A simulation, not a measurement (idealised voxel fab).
The process module that follows is named voxel ribs on slabs.
Section shown: cut. Width: 160 nm. Cell size: 5 nm, square.
If you're reading a cross-section in this doc, picture square cells in a grid; it comes to you as bands, top ones listed first down to the bottom, and a band can be one or more rows of cells. What a band's entry tells you: where the top is and where the bottom is, as heights in nm, and after that what lies inside, material by material from left to right, each with its width in nm. Empty space is written as the word "blank", and a single material marked with the word "edge to edge" occupies the band from edge to edge. For the purposes of this specification, 0 denotes the height below which the wafer in its as-received condition is composed wholly of one material, and the lowermost band, lacking a lower limit, extends downward without end, as expressed in "from 0 down". The notation "30->40" denotes a width that varies across the rows of cells in the band, beginning at the first number in the top row, finishing at the second number in the bottom row, and changing by an identical amount from each row to the next. It should be understood that the words "no change", when stated for a given step, signify that the cross-section underwent no change in any of its cells during that step. If an empty space has no open way to the top and is at least 8 cells in size, "Entrapped voids" lists it, written width x height at distance, where distance is measured from the left edge and every value is in nm. Note: text after step settings on the step line = simulator remark on that step. The "overlay nm" setting may appear on a step's line; for a step that uses a mask, it gives how far to the right of its planned position the mask lay, and a negative value indicates the left.

## Planned process steps
| 1 | RECEIVE, material Si |
| 2 | DIRECTIONAL_DEP, material SiO2, thk nm 20 |
| 3 | DIRECTIONAL_DEP, material polySi, thk nm 25 |
| 4 | DIRECTIONAL_DEP, material aC, thk nm 10 |
| 5 | PATTERN, tone cover, mask id RIB, material resist, width nm 30, thk nm 25, overlay nm 0 |
| 6 | DIRECTIONAL_ETCH, etch materials aC, depth nm 10 |
| 7 | STRIP, etch materials resist |
| 8 | DIRECTIONAL_ETCH, etch materials polySi, depth nm 5 |
| 9 | STRIP, etch materials aC |
| 10 | DIRECTIONAL_DEP, material aC, thk nm 15 |
| 11 | PATTERN, tone cover, mask id SLAB, material resist, width nm 80, thk nm 35, overlay nm 0 |
| 12 | DIRECTIONAL_ETCH, etch materials aC, depth nm 15 |
| 13 | STRIP, etch materials resist |
| 14 | DIRECTIONAL_ETCH, etch materials polySi, depth nm 20 |
| 15 | STRIP, etch materials aC |
| 16 | FILL_DEP, material SiO2, thk nm 20 |
| 17 | CMP, height nm 60 |
| 18 | DIRECTIONAL_DEP, material W, thk nm 10 |
| 19 | DIRECTIONAL_DEP, material aC, thk nm 15 |
| 20 | PATTERN, tone cover, mask id HEATER, material resist, width nm 40, thk nm 30, overlay nm 0 |
| 21 | DIRECTIONAL_ETCH, etch materials aC, depth nm 15 |
| 22 | STRIP, etch materials resist |
| 23 | DIRECTIONAL_ETCH, etch materials W, depth nm 10 |
| 24 | STRIP, etch materials aC |
| 25 | CONFORMAL_DEP, material SiO2, thk nm 10 |

## So this is the incoming wafer in cross-section - it's already been through step 1
* from 0 down: Si edge to edge
* Entrapped voids: none

## The module was run from the start shown above using the plan shown above, but one mistake was made doing it; the resulting wafer cross-section is below
* from 70 to 60: blank=60  W=40  blank=60
* from 60 to 45: SiO2 edge to edge
* from 45 to 40: SiO2=65  polySi=30  SiO2=65
* from 40 to 20: SiO2=40  polySi=80  SiO2=40
* from 20 to 0: SiO2 edge to edge
* from 0 down: Si edge to edge
* Entrapped voids: none
The plan and the run diverged here: step 25 from the plan never happened, it was just skipped
